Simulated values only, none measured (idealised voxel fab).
The process module that follows is named voxel self aligned contacts.
Each square cell in cross-section cut measures 5 nm, and the section as a whole is 145 nm wide.
If you're reading a cross-section in this doc, picture square cells in a grid; it comes to you as bands, top ones listed first down to the bottom, and a band can be one or more rows of cells.
Read a band's entry like this: the first values are the height of its top and the height of its bottom in nm, and what follows is the sequence of materials from left to right, each with its width in nm. Note that "empty" is empty space, and that a single material marked "throughout" reaches across the band from edge to edge.
A quick word on heights: they are counted from 0, and under that level the wafer as it came to us is one material throughout. The lowest band is different from the rest in having no bottom; it simply continues downward, written as in "z 0 and below".
A width such as "30..40" changes by the same amount from each row of cells to the next, from the band's top row to its bottom row.
Take "no change occurred" at face value: in the step it is given for, the cross-section changed in none of its cells.
Closed-off voids of 8+ cells (no open route to the top) go in "Enclosed void listing", written width x height at distance from the left edge, in nm.
If you see something after the settings on a step's line, that's the simulator's own remark about that step.
"overlay nm", when on a step's line for a step with a mask, measures how far to the right of its planned place the mask lay; a negative measure means to the left.
-- The planned process steps are enumerated hereunder
- 1: RECEIVE: material Si
- 2: OXIDIZE: depth nm 5
- 3: DIRECTIONAL_DEP: material polySi, thk nm 20
- 4: DIRECTIONAL_DEP: material SiN, thk nm 25
- 5: DIRECTIONAL_DEP: material aC, thk nm 10
- 6: PATTERN: tone cover, mask id GATE, material resist, width nm 35, pitch nm 75, thk nm 25, overlay nm 0
- 7: DIRECTIONAL_ETCH: etch materials aC, depth nm 10
- 8: STRIP: etch materials resist
- 9: DIRECTIONAL_ETCH: etch materials SiN, depth nm 25
- 10: DIRECTIONAL_ETCH: etch materials polySi, depth nm 20
- 11: STRIP: etch materials aC
- 12: CONFORMAL_DEP: material SiN, thk nm 10
- 13: DIRECTIONAL_ETCH: etch materials SiN, depth nm 10
- 14: FILL_DEP: material SiO2, thk nm 15
- 15: CMP: height nm 55
- 16: MASKED_ETCH: tone open, mask id CONTACT, width nm 50, etch materials SiO2, depth nm 60, overlay nm 0
- 17: CONFORMAL_DEP: material TiN, thk nm 5
- 18: FILL_DEP: material Ru, thk nm 5
- 19: CMP: height nm 55
- 20: CONFORMAL_DEP: material SiCN, thk nm 5
-- What follows covers the first of two wafers; it ran as planned
-- As-received state of the wafer in cross-section, equivalent to post-step 1
	z 0 and below: Si throughout
	Enclosed void listing: none
-- Wafer section view after processing step 2
	z 0 to -5: SiO2 throughout
	At heights below -5, the structure remains unaltered.
-- Wafer section view after processing step 3
	z 20 to 0: polySi throughout
	At heights below 0, the structure remains unaltered.
-- Wafer section view after processing step 4
	z 45 to 20: SiN throughout
	At heights below 20, the structure remains unaltered.
-- Wafer section view after processing step 5
	z 55 to 45: aC throughout
	At heights below 45, the structure remains unaltered.
-- Wafer section view after processing step 6
	z 80 to 55: empty 15 nm  resist 35 nm  empty 40 nm  resist 35 nm  empty 20 nm
	At heights below 55, the structure remains unaltered.
-- Wafer section view after processing step 7
	z 70 to 55: empty 15 nm  resist 35 nm  empty 40 nm  resist 35 nm  empty 20 nm
	z 55 to 45: empty 15 nm  aC 35 nm  empty 40 nm  aC 35 nm  empty 20 nm
	At heights below 45, the structure remains unaltered.
-- Wafer section view after processing step 8
	z 55 to 45: empty 15 nm  aC 35 nm  empty 40 nm  aC 35 nm  empty 20 nm
	At heights below 45, the structure remains unaltered.
-- Wafer section view after processing step 9
	z 55 to 45: empty 15 nm  aC 35 nm  empty 40 nm  aC 35 nm  empty 20 nm
	z 45 to 20: empty 15 nm  SiN 35 nm  empty 40 nm  SiN 35 nm  empty 20 nm
	At heights below 20, the structure remains unaltered.
-- Wafer section view after processing step 10
	z 55 to 45: empty 15 nm  aC 35 nm  empty 40 nm  aC 35 nm  empty 20 nm
	z 45 to 20: empty 15 nm  SiN 35 nm  empty 40 nm  SiN 35 nm  empty 20 nm
	z 20 to 0: empty 15 nm  polySi 35 nm  empty 40 nm  polySi 35 nm  empty 20 nm
	At heights below 0, the structure remains unaltered.
-- Wafer section view after processing step 11
	z 45 to 20: empty 15 nm  SiN 35 nm  empty 40 nm  SiN 35 nm  empty 20 nm
	At heights below 20, the structure remains unaltered.
-- Wafer section view after processing step 12
	z 55 to 20: empty 5 nm  SiN 55 nm  empty 20 nm  SiN 55 nm  empty 10 nm
	z 20 to 10: empty 5 nm  SiN 10 nm  polySi 35 nm  SiN 10 nm  empty 20 nm  SiN 10 nm  polySi 35 nm  SiN 10 nm  empty 10 nm
	z 10 to 0: SiN 15 nm  polySi 35 nm  SiN 40 nm  polySi 35 nm  SiN 20 nm
	At heights below 0, the structure remains unaltered.
-- Wafer section view after processing step 13
	z 45 to 20: empty 5 nm  SiN 55 nm  empty 20 nm  SiN 55 nm  empty 10 nm
	z 20 to 0: empty 5 nm  SiN 10 nm  polySi 35 nm  SiN 10 nm  empty 20 nm  SiN 10 nm  polySi 35 nm  SiN 10 nm  empty 10 nm
	At heights below 0, the structure remains unaltered.
-- Wafer section view after processing step 14
	z 60 to 45: SiO2 throughout
	z 45 to 20: SiO2 5 nm  SiN 55 nm  SiO2 20 nm  SiN 55 nm  SiO2 10 nm
	z 20 to 0: SiO2 5 nm  SiN 10 nm  polySi 35 nm  SiN 10 nm  SiO2 20 nm  SiN 10 nm  polySi 35 nm  SiN 10 nm  SiO2 10 nm
	At heights below 0, the structure remains unaltered.
-- Wafer section view after processing step 15
	z 55 to 45: SiO2 throughout
	At heights below 45, the structure remains unaltered.
-- Wafer section view after processing step 16
	z 55 to 45: SiO2 45 nm  empty 50 nm  SiO2 50 nm
	z 45 to 20: SiO2 5 nm  SiN 55 nm  empty 20 nm  SiN 55 nm  SiO2 10 nm
	z 20 to 0: SiO2 5 nm  SiN 10 nm  polySi 35 nm  SiN 10 nm  empty 20 nm  SiN 10 nm  polySi 35 nm  SiN 10 nm  SiO2 10 nm
	z 0 to -5: SiO2 60 nm  empty 20 nm  SiO2 65 nm
	At heights below -5, the structure remains unaltered.
-- Wafer section view after processing step 17
	z 60 to 55: TiN 50 nm  empty 40 nm  TiN 55 nm
	z 55 to 45: SiO2 45 nm  TiN 5..20 nm  empty 40..10 nm  TiN 5..20 nm  SiO2 50 nm
	z 45 to 20: SiO2 5 nm  SiN 55 nm  TiN 5 nm  empty 10 nm  TiN 5 nm  SiN 55 nm  SiO2 10 nm
	z 20 to 0: SiO2 5 nm  SiN 10 nm  polySi 35 nm  SiN 10 nm  TiN 5 nm  empty 10 nm  TiN 5 nm  SiN 10 nm  polySi 35 nm  SiN 10 nm  SiO2 10 nm
	z 0 to -5: SiO2 60 nm  TiN 20 nm  SiO2 65 nm
	At heights below -5, the structure remains unaltered.
-- Wafer section view after processing step 18
	z 65 to 60: Ru throughout
	z 60 to 55: TiN 50 nm  Ru 40 nm  TiN 55 nm
	z 55 to 45: SiO2 45 nm  TiN 5..20 nm  Ru 40..10 nm  TiN 5..20 nm  SiO2 50 nm
	z 45 to 20: SiO2 5 nm  SiN 55 nm  TiN 5 nm  Ru 10 nm  TiN 5 nm  SiN 55 nm  SiO2 10 nm
	z 20 to 0: SiO2 5 nm  SiN 10 nm  polySi 35 nm  SiN 10 nm  TiN 5 nm  Ru 10 nm  TiN 5 nm  SiN 10 nm  polySi 35 nm  SiN 10 nm  SiO2 10 nm
	At heights below 0, the structure remains unaltered.
-- Wafer section view after processing step 19
	z 55 to 45: SiO2 45 nm  TiN 5..20 nm  Ru 40..10 nm  TiN 5..20 nm  SiO2 50 nm
	At heights below 45, the structure remains unaltered.
-- Wafer section view after processing step 20
	z 60 to 55: SiCN throughout
	At heights below 55, the structure remains unaltered.
-- Notes, second wafer: start = first wafer's, plan = first wafer's, execution had one mistake; history identical to first through step 1
Cross-sectional view of the second wafer at the intended end time of process step 2: no change occurred
-- Cross-sectional view of the second wafer at the intended end time of process step 3
	z 20 to 0: polySi throughout
	At heights below 0, the structure remains unaltered.
-- Cross-sectional view of the second wafer at the intended end time of process step 4
	z 45 to 20: SiN throughout
	At heights below 20, the structure remains unaltered.
-- Cross-sectional view of the second wafer at the intended end time of process step 5
	z 55 to 45: aC throughout
	At heights below 45, the structure remains unaltered.
-- Cross-sectional view of the second wafer at the intended end time of process step 6
	z 80 to 55: empty 15 nm  resist 35 nm  empty 40 nm  resist 35 nm  empty 20 nm
	At heights below 55, the structure remains unaltered.
-- Cross-sectional view of the second wafer at the intended end time of process step 7
	z 70 to 55: empty 15 nm  resist 35 nm  empty 40 nm  resist 35 nm  empty 20 nm
	z 55 to 45: empty 15 nm  aC 35 nm  empty 40 nm  aC 35 nm  empty 20 nm
	At heights below 45, the structure remains unaltered.
-- Cross-sectional view of the second wafer at the intended end time of process step 8
	z 55 to 45: empty 15 nm  aC 35 nm  empty 40 nm  aC 35 nm  empty 20 nm
	At heights below 45, the structure remains unaltered.
-- Cross-sectional view of the second wafer at the intended end time of process step 9
	z 55 to 45: empty 15 nm  aC 35 nm  empty 40 nm  aC 35 nm  empty 20 nm
	z 45 to 20: empty 15 nm  SiN 35 nm  empty 40 nm  SiN 35 nm  empty 20 nm
	At heights below 20, the structure remains unaltered.
-- Cross-sectional view of the second wafer at the intended end time of process step 10
	z 55 to 45: empty 15 nm  aC 35 nm  empty 40 nm  aC 35 nm  empty 20 nm
	z 45 to 20: empty 15 nm  SiN 35 nm  empty 40 nm  SiN 35 nm  empty 20 nm
	z 20 to 0: empty 15 nm  polySi 35 nm  empty 40 nm  polySi 35 nm  empty 20 nm
	At heights below 0, the structure remains unaltered.
-- Cross-sectional view of the second wafer at the intended end time of process step 11
	z 45 to 20: empty 15 nm  SiN 35 nm  empty 40 nm  SiN 35 nm  empty 20 nm
	At heights below 20, the structure remains unaltered.
-- Cross-sectional view of the second wafer at the intended end time of process step 12
	z 55 to 20: empty 5 nm  SiN 55 nm  empty 20 nm  SiN 55 nm  empty 10 nm
	z 20 to 10: empty 5 nm  SiN 10 nm  polySi 35 nm  SiN 10 nm  empty 20 nm  SiN 10 nm  polySi 35 nm  SiN 10 nm  empty 10 nm
	z 10 to 0: SiN 15 nm  polySi 35 nm  SiN 40 nm  polySi 35 nm  SiN 20 nm
	At heights below 0, the structure remains unaltered.
-- Cross-sectional view of the second wafer at the intended end time of process step 13
	z 45 to 20: empty 5 nm  SiN 55 nm  empty 20 nm  SiN 55 nm  empty 10 nm
	z 20 to 0: empty 5 nm  SiN 10 nm  polySi 35 nm  SiN 10 nm  empty 20 nm  SiN 10 nm  polySi 35 nm  SiN 10 nm  empty 10 nm
	At heights below 0, the structure remains unaltered.
-- Cross-sectional view of the second wafer at the intended end time of process step 14
	z 60 to 45: SiO2 throughout
	z 45 to 20: SiO2 5 nm  SiN 55 nm  SiO2 20 nm  SiN 55 nm  SiO2 10 nm
	z 20 to 0: SiO2 5 nm  SiN 10 nm  polySi 35 nm  SiN 10 nm  SiO2 20 nm  SiN 10 nm  polySi 35 nm  SiN 10 nm  SiO2 10 nm
	At heights below 0, the structure remains unaltered.
-- Cross-sectional view of the second wafer at the intended end time of process step 15
	z 55 to 45: SiO2 throughout
	At heights below 45, the structure remains unaltered.
-- Cross-sectional view of the second wafer at the intended end time of process step 16
	z 55 to 45: SiO2 45 nm  empty 50 nm  SiO2 50 nm
	z 45 to 20: SiO2 5 nm  SiN 55 nm  empty 20 nm  SiN 55 nm  SiO2 10 nm
	z 20 to 0: SiO2 5 nm  SiN 10 nm  polySi 35 nm  SiN 10 nm  empty 20 nm  SiN 10 nm  polySi 35 nm  SiN 10 nm  SiO2 10 nm
	At heights below 0, the structure remains unaltered.
-- Cross-sectional view of the second wafer at the intended end time of process step 17
	z 60 to 55: TiN 50 nm  empty 40 nm  TiN 55 nm
	z 55 to 45: SiO2 45 nm  TiN 5..20 nm  empty 40..10 nm  TiN 5..20 nm  SiO2 50 nm
	z 45 to 20: SiO2 5 nm  SiN 55 nm  TiN 5 nm  empty 10 nm  TiN 5 nm  SiN 55 nm  SiO2 10 nm
	z 20 to 5: SiO2 5 nm  SiN 10 nm  polySi 35 nm  SiN 10 nm  TiN 5 nm  empty 10 nm  TiN 5 nm  SiN 10 nm  polySi 35 nm  SiN 10 nm  SiO2 10 nm
	z 5 to 0: SiO2 5 nm  SiN 10 nm  polySi 35 nm  SiN 10 nm  TiN 20 nm  SiN 10 nm  polySi 35 nm  SiN 10 nm  SiO2 10 nm
	At heights below 0, the structure remains unaltered.
-- Cross-sectional view of the second wafer at the intended end time of process step 18
	z 65 to 60: Ru throughout
	z 60 to 55: TiN 50 nm  Ru 40 nm  TiN 55 nm
	z 55 to 45: SiO2 45 nm  TiN 5..20 nm  Ru 40..10 nm  TiN 5..20 nm  SiO2 50 nm
	z 45 to 20: SiO2 5 nm  SiN 55 nm  TiN 5 nm  Ru 10 nm  TiN 5 nm  SiN 55 nm  SiO2 10 nm
	z 20 to 5: SiO2 5 nm  SiN 10 nm  polySi 35 nm  SiN 10 nm  TiN 5 nm  Ru 10 nm  TiN 5 nm  SiN 10 nm  polySi 35 nm  SiN 10 nm  SiO2 10 nm
	At heights below 5, the structure remains unaltered.
-- Cross-sectional view of the second wafer at the intended end time of process step 19
	z 55 to 45: SiO2 45 nm  TiN 5..20 nm  Ru 40..10 nm  TiN 5..20 nm  SiO2 50 nm
	At heights below 45, the structure remains unaltered.
-- Cross-sectional view of the second wafer at the intended end time of process step 20
	z 60 to 55: SiCN throughout
	At heights below 55, the structure remains unaltered.
Which mistake was made when the wafer was run? the plan's step 2 went unexecuted, having been skipped
Looking at both finished wafers in cells, the second ends up ahead of or behind the first on some materials: Ru: 2 fewer | Si: 29 more | SiO2: 25 fewer | TiN: 2 fewer
